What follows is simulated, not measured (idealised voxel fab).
A process module follows: voxel quadruple lines.
It is cross-section cut that appears here, measuring 285 nm in width, its square cells being 5 nm in size.
Format of a cross-section: grid, square cells. Given as bands. Order: top down. Band: one or more rows of cells.
First you get the band's top height and its bottom height, in nm, and then the materials it's made of, left to right, with each width in nm. If you see a single material with "edge to edge", that one covers the band edge to edge. "empty" is empty space.
For the purposes of this specification, 0 denotes the height below which the wafer in its as-received condition is composed wholly of one material, and the lowermost band, lacking a lower limit, extends downward without end, as expressed in "0 and below".
The notation "30 to 40" denotes a width that varies across the rows of cells in the band, beginning at the first number in the top row, finishing at the second number in the bottom row, and changing by an identical amount from each row to the next.
What does "nothing different" mean for a step? It means no cell of the cross-section changed in that step.
The label "Cavities, closed" introduces a list of the empty spaces, 8 cells or larger, that have no open way up to the top; each entry in it reads width x height at distance, where the distance is taken from the left edge and all three are stated in nm.
On each step's line, the part that comes after the settings is the simulator's own comment on the step.
"overlay nm", when on a step's line for a step with a mask, measures how far to the right of its planned place the mask lay; a negative measure means to the left.

### Process steps (planned)
1. RECEIVE | material Si
2. CONFORMAL_DEP | material SiO2 | thk nm 10
3. DIRECTIONAL_DEP | material W | thk nm 10
4. DIRECTIONAL_DEP | material polySi | thk nm 20
5. DIRECTIONAL_DEP | material aC | thk nm 20
6. PATTERN | tone cover | mask id MANDREL | material resist | width nm 30 | pitch nm 80 | thk nm 25 | overlay nm 0
7. DIRECTIONAL_ETCH | etch materials aC | depth nm 20
8. STRIP | etch materials resist
9. CONFORMAL_DEP | material SiO2 | thk nm 10
10. DIRECTIONAL_ETCH | etch materials SiO2 | depth nm 10
11. STRIP | etch materials aC
12. DIRECTIONAL_ETCH | etch materials polySi | depth nm 20
13. STRIP | etch materials SiO2
14. CONFORMAL_DEP | material SiCN | thk nm 10
15. DIRECTIONAL_ETCH | etch materials SiCN | depth nm 10
16. STRIP | etch materials polySi
17. DIRECTIONAL_ETCH | etch materials W | depth nm 10
18. STRIP | etch materials SiCN

### Run as planned: first of two wafers

### Cross-section of the wafer upon arrival, representing the state reached after step 1
  0 and below: Si edge to edge
  Cavities, closed: none

### How the wafer stands in section after step 2
  10 down to 0: SiO2 edge to edge
  below 0: unchanged

### How the wafer stands in section after step 3
  20 down to 10: W edge to edge
  below 10: unchanged

### How the wafer stands in section after step 4
  40 down to 20: polySi edge to edge
  below 20: unchanged

### How the wafer stands in section after step 5
  60 down to 40: aC edge to edge
  below 40: unchanged

### How the wafer stands in section after step 6
  85 down to 60: 85 nm empty / 30 nm resist / 50 nm empty / 30 nm resist / 90 nm empty
  below 60: unchanged

### How the wafer stands in section after step 7
  65 down to 60: 85 nm empty / 30 nm resist / 50 nm empty / 30 nm resist / 90 nm empty
  60 down to 40: 85 nm empty / 30 nm aC / 50 nm empty / 30 nm aC / 90 nm empty
  below 40: unchanged

### How the wafer stands in section after step 8
  60 down to 40: 85 nm empty / 30 nm aC / 50 nm empty / 30 nm aC / 90 nm empty
  below 40: unchanged

### How the wafer stands in section after step 9
  70 down to 60: 75 nm empty / 50 nm SiO2 / 30 nm empty / 50 nm SiO2 / 80 nm empty
  60 down to 50: 75 nm empty / 10 nm SiO2 / 30 nm aC / 10 nm SiO2 / 30 nm empty / 10 nm SiO2 / 30 nm aC / 10 nm SiO2 / 80 nm empty
  50 down to 40: 85 nm SiO2 / 30 nm aC / 50 nm SiO2 / 30 nm aC / 90 nm SiO2
  below 40: unchanged

### How the wafer stands in section after step 10
  60 down to 40: 75 nm empty / 10 nm SiO2 / 30 nm aC / 10 nm SiO2 / 30 nm empty / 10 nm SiO2 / 30 nm aC / 10 nm SiO2 / 80 nm empty
  below 40: unchanged

### How the wafer stands in section after step 11
  60 down to 40: 75 nm empty / 10 nm SiO2 / 30 nm empty / 10 nm SiO2 / 30 nm empty / 10 nm SiO2 / 30 nm empty / 10 nm SiO2 / 80 nm empty
  below 40: unchanged

### How the wafer stands in section after step 12
  60 down to 40: 75 nm empty / 10 nm SiO2 / 30 nm empty / 10 nm SiO2 / 30 nm empty / 10 nm SiO2 / 30 nm empty / 10 nm SiO2 / 80 nm empty
  40 down to 20: 75 nm empty / 10 nm polySi / 30 nm empty / 10 nm polySi / 30 nm empty / 10 nm polySi / 30 nm empty / 10 nm polySi / 80 nm empty
  below 20: unchanged

### How the wafer stands in section after step 13
  40 down to 20: 75 nm empty / 10 nm polySi / 30 nm empty / 10 nm polySi / 30 nm empty / 10 nm polySi / 30 nm empty / 10 nm polySi / 80 nm empty
  below 20: unchanged

### How the wafer stands in section after step 14
  50 down to 40: 65 nm empty / 30 nm SiCN / 10 nm empty / 30 nm SiCN / 10 nm empty / 30 nm SiCN / 10 nm empty / 30 nm SiCN / 70 nm empty
  40 down to 30: 65 nm empty / 10 nm SiCN / 10 nm polySi / 10 nm SiCN / 10 nm empty / 10 nm SiCN / 10 nm polySi / 10 nm SiCN / 10 nm empty / 10 nm SiCN / 10 nm polySi / 10 nm SiCN / 10 nm empty / 10 nm SiCN / 10 nm polySi / 10 nm SiCN / 70 nm empty
  30 down to 20: 75 nm SiCN / 10 nm polySi / 30 nm SiCN / 10 nm polySi / 30 nm SiCN / 10 nm polySi / 30 nm SiCN / 10 nm polySi / 80 nm SiCN
  below 20: unchanged

### How the wafer stands in section after step 15
  40 down to 20: 65 nm empty / 10 nm SiCN / 10 nm polySi / 10 nm SiCN / 10 nm empty / 10 nm SiCN / 10 nm polySi / 10 nm SiCN / 10 nm empty / 10 nm SiCN / 10 nm polySi / 10 nm SiCN / 10 nm empty / 10 nm SiCN / 10 nm polySi / 10 nm SiCN / 70 nm empty
  below 20: unchanged

### How the wafer stands in section after step 16
  40 down to 20: 65 nm empty / 10 nm SiCN / 10 nm empty / 10 nm SiCN / 10 nm empty / 10 nm SiCN / 10 nm empty / 10 nm SiCN / 10 nm empty / 10 nm SiCN / 10 nm empty / 10 nm SiCN / 10 nm empty / 10 nm SiCN / 10 nm empty / 10 nm SiCN / 70 nm empty
  below 20: unchanged

### How the wafer stands in section after step 17
  40 down to 20: 65 nm empty / 10 nm SiCN / 10 nm empty / 10 nm SiCN / 10 nm empty / 10 nm SiCN / 10 nm empty / 10 nm SiCN / 10 nm empty / 10 nm SiCN / 10 nm empty / 10 nm SiCN / 10 nm empty / 10 nm SiCN / 10 nm empty / 10 nm SiCN / 70 nm empty
  20 down to 10: 65 nm empty / 10 nm W / 10 nm empty / 10 nm W / 10 nm empty / 10 nm W / 10 nm empty / 10 nm W / 10 nm empty / 10 nm W / 10 nm empty / 10 nm W / 10 nm empty / 10 nm W / 10 nm empty / 10 nm W / 70 nm empty
  below 10: unchanged

### How the wafer stands in section after step 18
  20 down to 10: 65 nm empty / 10 nm W / 10 nm empty / 10 nm W / 10 nm empty / 10 nm W / 10 nm empty / 10 nm W / 10 nm empty / 10 nm W / 10 nm empty / 10 nm W / 10 nm empty / 10 nm W / 10 nm empty / 10 nm W / 70 nm empty
  below 10: unchanged

### Wafer two: like wafer one in start and plan, but with one mistake in execution; identical up to and including step 2

### Planned end of step 3: second wafer, cross-section
  30 down to 10: polySi edge to edge
  below 10: unchanged

### Planned end of step 4: second wafer, cross-section
  40 down to 30: W edge to edge
  below 30: unchanged

### Planned end of step 5: second wafer, cross-section
  60 down to 40: aC edge to edge
  below 40: unchanged

### Planned end of step 6: second wafer, cross-section
  85 down to 60: 85 nm empty / 30 nm resist / 50 nm empty / 30 nm resist / 90 nm empty
  below 60: unchanged

### Planned end of step 7: second wafer, cross-section
  65 down to 60: 85 nm empty / 30 nm resist / 50 nm empty / 30 nm resist / 90 nm empty
  60 down to 40: 85 nm empty / 30 nm aC / 50 nm empty / 30 nm aC / 90 nm empty
  below 40: unchanged

### Planned end of step 8: second wafer, cross-section
  60 down to 40: 85 nm empty / 30 nm aC / 50 nm empty / 30 nm aC / 90 nm empty
  below 40: unchanged

### Planned end of step 9: second wafer, cross-section
  70 down to 60: 75 nm empty / 50 nm SiO2 / 30 nm empty / 50 nm SiO2 / 80 nm empty
  60 down to 50: 75 nm empty / 10 nm SiO2 / 30 nm aC / 10 nm SiO2 / 30 nm empty / 10 nm SiO2 / 30 nm aC / 10 nm SiO2 / 80 nm empty
  50 down to 40: 85 nm SiO2 / 30 nm aC / 50 nm SiO2 / 30 nm aC / 90 nm SiO2
  below 40: unchanged

### Planned end of step 10: second wafer, cross-section
  60 down to 40: 75 nm empty / 10 nm SiO2 / 30 nm aC / 10 nm SiO2 / 30 nm empty / 10 nm SiO2 / 30 nm aC / 10 nm SiO2 / 80 nm empty
  below 40: unchanged

### Planned end of step 11: second wafer, cross-section
  60 down to 40: 75 nm empty / 10 nm SiO2 / 30 nm empty / 10 nm SiO2 / 30 nm empty / 10 nm SiO2 / 30 nm empty / 10 nm SiO2 / 80 nm empty
  below 40: unchanged

Planned end of step 12: second wafer, cross-section: nothing different

### Planned end of step 13: second wafer, cross-section
  40 down to 30: W edge to edge
  below 30: unchanged

### Planned end of step 14: second wafer, cross-section
  50 down to 40: SiCN edge to edge
  below 40: unchanged

### Planned end of step 15: second wafer, cross-section
  40 down to 30: W edge to edge
  below 30: unchanged

Planned end of step 16: second wafer, cross-section: nothing different

### Planned end of step 17: second wafer, cross-section
  30 down to 10: polySi edge to edge
  below 10: unchanged

Planned end of step 18: second wafer, cross-section: nothing different
Finding, execution versus plan: note: step 3 <-> step 4, run order reversed vs plan
Per the end-of-run cell counts, the second wafer holds more or fewer of some materials than the first: 32 fewer of W; 228 more of polySi
